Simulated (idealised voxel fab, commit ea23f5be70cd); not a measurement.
The name of this process module is voxel self aligned vias.
In the cross-section labelled cut, the width is 280 nm and each square cell is 5 nm.
Cross-section format: a grid of square cells, given as bands from top to bottom; each band is one or more rows of cells.
Top, bottom (nm), then materials left to right with widths (nm); lone material tagged "everywhere" fills the whole band edge to edge; "blank" = empty space.
Counting heights begins at 0, where everything beneath is, in the wafer as received, one material. The lowest band has no bottom; it goes on downwards, as "0 and below" shows.
It should be noted that a width expressed as "30..40" varies in equal increments from row to row of cells within the band, taking the value of the first number at the top row and that of the second number at the bottom row.
Any step labelled "everything unchanged" changed none of the cells in the cross-section.
"Voids, enclosed" - sealed voids, min. 8 cells, no opening to top; format: width x height at distance (distance from left edge; nm throughout).
Step line, after settings: the simulator's comment on this step.
overlay nm: for a step with a mask, the amount by which the mask lay right of where it was planned; a negative amount means left of it.

Planned process steps:
1) op RECEIVE | material Si
2) op CONFORMAL_DEP | material SiO2 | thk nm 10
3) op CONFORMAL_DEP | material SiCN | thk nm 5
4) op DIRECTIONAL_DEP | material lowk | thk nm 20
5) op DIRECTIONAL_DEP | material aC | thk nm 10
6) op PATTERN | tone open | mask id LINES | material resist | width nm 25 | pitch nm 70 | thk nm 25 | overlay nm 0
7) op DIRECTIONAL_ETCH | etch materials aC | depth nm 10
8) op STRIP | etch materials resist
9) op DIRECTIONAL_ETCH | etch materials lowk | depth nm 20
10) op STRIP | etch materials aC
11) op CONFORMAL_DEP | material TiN | thk nm 5
12) op FILL_DEP | material Ru | thk nm 10
13) op CMP | height nm 35
14) op SELECTIVE_ETCH | etch materials W Ru TiN | depth nm 10
15) op FILL_DEP | material SiN | thk nm 10
16) op CMP | height nm 35
17) op DIRECTIONAL_DEP | material lowk | thk nm 15
18) op DIRECTIONAL_DEP | material aC | thk nm 15
19) op PATTERN | tone open | mask id VIAS | material resist | width nm 45 | pitch nm 70 | thk nm 30 | overlay nm 0
20) op DIRECTIONAL_ETCH | etch materials aC | depth nm 15
21) op STRIP | etch materials resist
22) op DIRECTIONAL_ETCH | etch materials lowk | depth nm 15
23) op DIRECTIONAL_ETCH | etch materials SiN | depth nm 10
24) op STRIP | etch materials aC
25) op CONFORMAL_DEP | material TiN | thk nm 5
26) op FILL_DEP | material W | thk nm 10
27) op CMP | height nm 50
28) op CONFORMAL_DEP | material SiCN | thk nm 5

First of two wafers, processed according to plan:

As-received wafer cross-section (after step 1):
* 0 and below = Si everywhere
* Voids, enclosed: none

Once step 2 is through, the wafer looks like this in cross-section:
* 10 down to 0 = SiO2 everywhere
* Under the height 0 nothing was changed.

Once step 3 is through, the wafer looks like this in cross-section:
* 15 down to 10 = SiCN everywhere
* Under the height 10 nothing was changed.

Once step 4 is through, the wafer looks like this in cross-section:
* 35 down to 15 = lowk everywhere
* Under the height 15 nothing was changed.

Once step 5 is through, the wafer looks like this in cross-section:
* 45 down to 35 = aC everywhere
* Under the height 35 nothing was changed.

Once step 6 is through, the wafer looks like this in cross-section:
* 70 down to 45 = 55 of resist / 25 of blank / 45 of resist / 25 of blank / 45 of resist / 25 of blank / 60 of resist
* Under the height 45 nothing was changed.

Once step 7 is through, the wafer looks like this in cross-section:
* 60 down to 45 = 55 of resist / 25 of blank / 45 of resist / 25 of blank / 45 of resist / 25 of blank / 60 of resist
* 45 down to 35 = 55 of aC / 25 of blank / 45 of aC / 25 of blank / 45 of aC / 25 of blank / 60 of aC
* Under the height 35 nothing was changed.

Once step 8 is through, the wafer looks like this in cross-section:
* 45 down to 35 = 55 of aC / 25 of blank / 45 of aC / 25 of blank / 45 of aC / 25 of blank / 60 of aC
* Under the height 35 nothing was changed.

Once step 9 is through, the wafer looks like this in cross-section:
* 45 down to 35 = 55 of aC / 25 of blank / 45 of aC / 25 of blank / 45 of aC / 25 of blank / 60 of aC
* 35 down to 15 = 55 of lowk / 25 of blank / 45 of lowk / 25 of blank / 45 of lowk / 25 of blank / 60 of lowk
* Under the height 15 nothing was changed.

Once step 10 is through, the wafer looks like this in cross-section:
* 35 down to 15 = 55 of lowk / 25 of blank / 45 of lowk / 25 of blank / 45 of lowk / 25 of blank / 60 of lowk
* Under the height 15 nothing was changed.

Once step 11 is through, the wafer looks like this in cross-section:
* 40 down to 35 = 60 of TiN / 15 of blank / 55 of TiN / 15 of blank / 55 of TiN / 15 of blank / 65 of TiN
* 35 down to 20 = 55 of lowk / 5 of TiN / 15 of blank / 5 of TiN / 45 of lowk / 5 of TiN / 15 of blank / 5 of TiN / 45 of lowk / 5 of TiN / 15 of blank / 5 of TiN / 60 of lowk
* 20 down to 15 = 55 of lowk / 25 of TiN / 45 of lowk / 25 of TiN / 45 of lowk / 25 of TiN / 60 of lowk
* Under the height 15 nothing was changed.

Once step 12 is through, the wafer looks like this in cross-section:
* 50 down to 40 = Ru everywhere
* 40 down to 35 = 60 of TiN / 15 of Ru / 55 of TiN / 15 of Ru / 55 of TiN / 15 of Ru / 65 of TiN
* 35 down to 20 = 55 of lowk / 5 of TiN / 15 of Ru / 5 of TiN / 45 of lowk / 5 of TiN / 15 of Ru / 5 of TiN / 45 of lowk / 5 of TiN / 15 of Ru / 5 of TiN / 60 of lowk
* Under the height 20 nothing was changed.

Once step 13 is through, the wafer looks like this in cross-section:
* 35 down to 20 = 55 of lowk / 5 of TiN / 15 of Ru / 5 of TiN / 45 of lowk / 5 of TiN / 15 of Ru / 5 of TiN / 45 of lowk / 5 of TiN / 15 of Ru / 5 of TiN / 60 of lowk
* Under the height 20 nothing was changed.

Once step 14 is through, the wafer looks like this in cross-section:
* 35 down to 25 = 55 of lowk / 25 of blank / 45 of lowk / 25 of blank / 45 of lowk / 25 of blank / 60 of lowk
* Under the height 25 nothing was changed.

Once step 15 is through, the wafer looks like this in cross-section:
* 45 down to 35 = SiN everywhere
* 35 down to 25 = 55 of lowk / 25 of SiN / 45 of lowk / 25 of SiN / 45 of lowk / 25 of SiN / 60 of lowk
* Under the height 25 nothing was changed.

Once step 16 is through, the wafer looks like this in cross-section:
* 35 down to 25 = 55 of lowk / 25 of SiN / 45 of lowk / 25 of SiN / 45 of lowk / 25 of SiN / 60 of lowk
* Under the height 25 nothing was changed.

Once step 17 is through, the wafer looks like this in cross-section:
* 50 down to 35 = lowk everywhere
* Under the height 35 nothing was changed.

Once step 18 is through, the wafer looks like this in cross-section:
* 65 down to 50 = aC everywhere
* Under the height 50 nothing was changed.

Once step 19 is through, the wafer looks like this in cross-section:
* 95 down to 65 = 45 of resist / 45 of blank / 25 of resist / 45 of blank / 25 of resist / 45 of blank / 50 of resist
* Under the height 65 nothing was changed.

Once step 20 is through, the wafer looks like this in cross-section:
* 80 down to 65 = 45 of resist / 45 of blank / 25 of resist / 45 of blank / 25 of resist / 45 of blank / 50 of resist
* 65 down to 50 = 45 of aC / 45 of blank / 25 of aC / 45 of blank / 25 of aC / 45 of blank / 50 of aC
* Under the height 50 nothing was changed.

Once step 21 is through, the wafer looks like this in cross-section:
* 65 down to 50 = 45 of aC / 45 of blank / 25 of aC / 45 of blank / 25 of aC / 45 of blank / 50 of aC
* Under the height 50 nothing was changed.

Once step 22 is through, the wafer looks like this in cross-section:
* 65 down to 50 = 45 of aC / 45 of blank / 25 of aC / 45 of blank / 25 of aC / 45 of blank / 50 of aC
* 50 down to 35 = 45 of lowk / 45 of blank / 25 of lowk / 45 of blank / 25 of lowk / 45 of blank / 50 of lowk
* Under the height 35 nothing was changed.

Once step 23 is through, the wafer looks like this in cross-section:
* 65 down to 50 = 45 of aC / 45 of blank / 25 of aC / 45 of blank / 25 of aC / 45 of blank / 50 of aC
* 50 down to 35 = 45 of lowk / 45 of blank / 25 of lowk / 45 of blank / 25 of lowk / 45 of blank / 50 of lowk
* 35 down to 25 = 55 of lowk / 25 of blank / 45 of lowk / 25 of blank / 45 of lowk / 25 of blank / 60 of lowk
* Under the height 25 nothing was changed.

Once step 24 is through, the wafer looks like this in cross-section:
* 50 down to 35 = 45 of lowk / 45 of blank / 25 of lowk / 45 of blank / 25 of lowk / 45 of blank / 50 of lowk
* Under the height 35 nothing was changed.

Once step 25 is through, the wafer looks like this in cross-section:
* 55 down to 50 = 50 of TiN / 35 of blank / 35 of TiN / 35 of blank / 35 of TiN / 35 of blank / 55 of TiN
* 50 down to 40 = 45 of lowk / 5 of TiN / 35 of blank / 5 of TiN / 25 of lowk / 5 of TiN / 35 of blank / 5 of TiN / 25 of lowk / 5 of TiN / 35 of blank / 5 of TiN / 50 of lowk
* 40 down to 30 = 45..55 of lowk / 15..5 of TiN / 15 of blank / 15..5 of TiN / 25..45 of lowk / 15..5 of TiN / 15 of blank / 15..5 of TiN / 25..45 of lowk / 15..5 of TiN / 15 of blank / 15..5 of TiN / 50..60 of lowk
* 30 down to 25 = 55 of lowk / 25 of TiN / 45 of lowk / 25 of TiN / 45 of lowk / 25 of TiN / 60 of lowk
* Under the height 25 nothing was changed.

Once step 26 is through, the wafer looks like this in cross-section:
* 65 down to 55 = W everywhere
* 55 down to 50 = 50 of TiN / 35 of W / 35 of TiN / 35 of W / 35 of TiN / 35 of W / 55 of TiN
* 50 down to 40 = 45 of lowk / 5 of TiN / 35 of W / 5 of TiN / 25 of lowk / 5 of TiN / 35 of W / 5 of TiN / 25 of lowk / 5 of TiN / 35 of W / 5 of TiN / 50 of lowk
* 40 down to 30 = 45..55 of lowk / 15..5 of TiN / 15 of W / 15..5 of TiN / 25..45 of lowk / 15..5 of TiN / 15 of W / 15..5 of TiN / 25..45 of lowk / 15..5 of TiN / 15 of W / 15..5 of TiN / 50..60 of lowk
* Under the height 30 nothing was changed.

Once step 27 is through, the wafer looks like this in cross-section:
* 50 down to 40 = 45 of lowk / 5 of TiN / 35 of W / 5 of TiN / 25 of lowk / 5 of TiN / 35 of W / 5 of TiN / 25 of lowk / 5 of TiN / 35 of W / 5 of TiN / 50 of lowk
* Under the height 40 nothing was changed.

Once step 28 is through, the wafer looks like this in cross-section:
* 55 down to 50 = SiCN everywhere
* Under the height 50 nothing was changed.

Now the other wafer: same start, same recipe, but we messed up one thing when running it. Up to and including step 2 it's the same as the first one:

Second wafer at the planned finish of step 3, seen in cross-section:
* 30 down to 10 = lowk everywhere
* Under the height 10 nothing was changed.

Second wafer at the planned finish of step 4, seen in cross-section:
* 35 down to 30 = SiCN everywhere
* Under the height 30 nothing was changed.

Second wafer at the planned finish of step 5, seen in cross-section:
* 45 down to 35 = aC everywhere
* Under the height 35 nothing was changed.

Second wafer at the planned finish of step 6, seen in cross-section:
* 70 down to 45 = 55 of resist / 25 of blank / 45 of resist / 25 of blank / 45 of resist / 25 of blank / 60 of resist
* Under the height 45 nothing was changed.

Second wafer at the planned finish of step 7, seen in cross-section:
* 60 down to 45 = 55 of resist / 25 of blank / 45 of resist / 25 of blank / 45 of resist / 25 of blank / 60 of resist
* 45 down to 35 = 55 of aC / 25 of blank / 45 of aC / 25 of blank / 45 of aC / 25 of blank / 60 of aC
* Under the height 35 nothing was changed.

Second wafer at the planned finish of step 8, seen in cross-section:
* 45 down to 35 = 55 of aC / 25 of blank / 45 of aC / 25 of blank / 45 of aC / 25 of blank / 60 of aC
* Under the height 35 nothing was changed.

Second wafer at the planned finish of step 9, seen in cross-section: everything unchanged

Second wafer at the planned finish of step 10, seen in cross-section:
* 35 down to 30 = SiCN everywhere
* Under the height 30 nothing was changed.

Second wafer at the planned finish of step 11, seen in cross-section:
* 40 down to 35 = TiN everywhere
* Under the height 35 nothing was changed.

Second wafer at the planned finish of step 12, seen in cross-section:
* 50 down to 40 = Ru everywhere
* Under the height 40 nothing was changed.

Second wafer at the planned finish of step 13, seen in cross-section:
* 35 down to 30 = SiCN everywhere
* Under the height 30 nothing was changed.

Second wafer at the planned finish of step 14, seen in cross-section: everything unchanged

Second wafer at the planned finish of step 15, seen in cross-section:
* 45 down to 35 = SiN everywhere
* Under the height 35 nothing was changed.

Second wafer at the planned finish of step 16, seen in cross-section:
* 35 down to 30 = SiCN everywhere
* Under the height 30 nothing was changed.

Second wafer at the planned finish of step 17, seen in cross-section:
* 50 down to 35 = lowk everywhere
* Under the height 35 nothing was changed.

Second wafer at the planned finish of step 18, seen in cross-section:
* 65 down to 50 = aC everywhere
* Under the height 50 nothing was changed.

Second wafer at the planned finish of step 19, seen in cross-section:
* 95 down to 65 = 45 of resist / 45 of blank / 25 of resist / 45 of blank / 25 of resist / 45 of blank / 50 of resist
* Under the height 65 nothing was changed.

Second wafer at the planned finish of step 20, seen in cross-section:
* 80 down to 65 = 45 of resist / 45 of blank / 25 of resist / 45 of blank / 25 of resist / 45 of blank / 50 of resist
* 65 down to 50 = 45 of aC / 45 of blank / 25 of aC / 45 of blank / 25 of aC / 45 of blank / 50 of aC
* Under the height 50 nothing was changed.

Second wafer at the planned finish of step 21, seen in cross-section:
* 65 down to 50 = 45 of aC / 45 of blank / 25 of aC / 45 of blank / 25 of aC / 45 of blank / 50 of aC
* Under the height 50 nothing was changed.

Second wafer at the planned finish of step 22, seen in cross-section:
* 65 down to 50 = 45 of aC / 45 of blank / 25 of aC / 45 of blank / 25 of aC / 45 of blank / 50 of aC
* 50 down to 35 = 45 of lowk / 45 of blank / 25 of lowk / 45 of blank / 25 of lowk / 45 of blank / 50 of lowk
* Under the height 35 nothing was changed.

Second wafer at the planned finish of step 23, seen in cross-section: everything unchanged

Second wafer at the planned finish of step 24, seen in cross-section:
* 50 down to 35 = 45 of lowk / 45 of blank / 25 of lowk / 45 of blank / 25 of lowk / 45 of blank / 50 of lowk
* Under the height 35 nothing was changed.

Second wafer at the planned finish of step 25, seen in cross-section:
* 55 down to 50 = 50 of TiN / 35 of blank / 35 of TiN / 35 of blank / 35 of TiN / 35 of blank / 55 of TiN
* 50 down to 40 = 45 of lowk / 5 of TiN / 35 of blank / 5 of TiN / 25 of lowk / 5 of TiN / 35 of blank / 5 of TiN / 25 of lowk / 5 of TiN / 35 of blank / 5 of TiN / 50 of lowk
* 40 down to 35 = 45 of lowk / 45 of TiN / 25 of lowk / 45 of TiN / 25 of lowk / 45 of TiN / 50 of lowk
* Under the height 35 nothing was changed.

Second wafer at the planned finish of step 26, seen in cross-section:
* 65 down to 55 = W everywhere
* 55 down to 50 = 50 of TiN / 35 of W / 35 of TiN / 35 of W / 35 of TiN / 35 of W / 55 of TiN
* 50 down to 40 = 45 of lowk / 5 of TiN / 35 of W / 5 of TiN / 25 of lowk / 5 of TiN / 35 of W / 5 of TiN / 25 of lowk / 5 of TiN / 35 of W / 5 of TiN / 50 of lowk
* Under the height 40 nothing was changed.

Second wafer at the planned finish of step 27, seen in cross-section:
* 50 down to 40 = 45 of lowk / 5 of TiN / 35 of W / 5 of TiN / 25 of lowk / 5 of TiN / 35 of W / 5 of TiN / 25 of lowk / 5 of TiN / 35 of W / 5 of TiN / 50 of lowk
* Under the height 40 nothing was changed.

Second wafer at the planned finish of step 28, seen in cross-section:
* 55 down to 50 = SiCN everywhere
* Under the height 50 nothing was changed.
What was the processing mistake? steps 3 and 4 were swapped
Cell-count delta at end, second wafer over first, by material: -9 Ru, -33 TiN, -18 W, +60 lowk
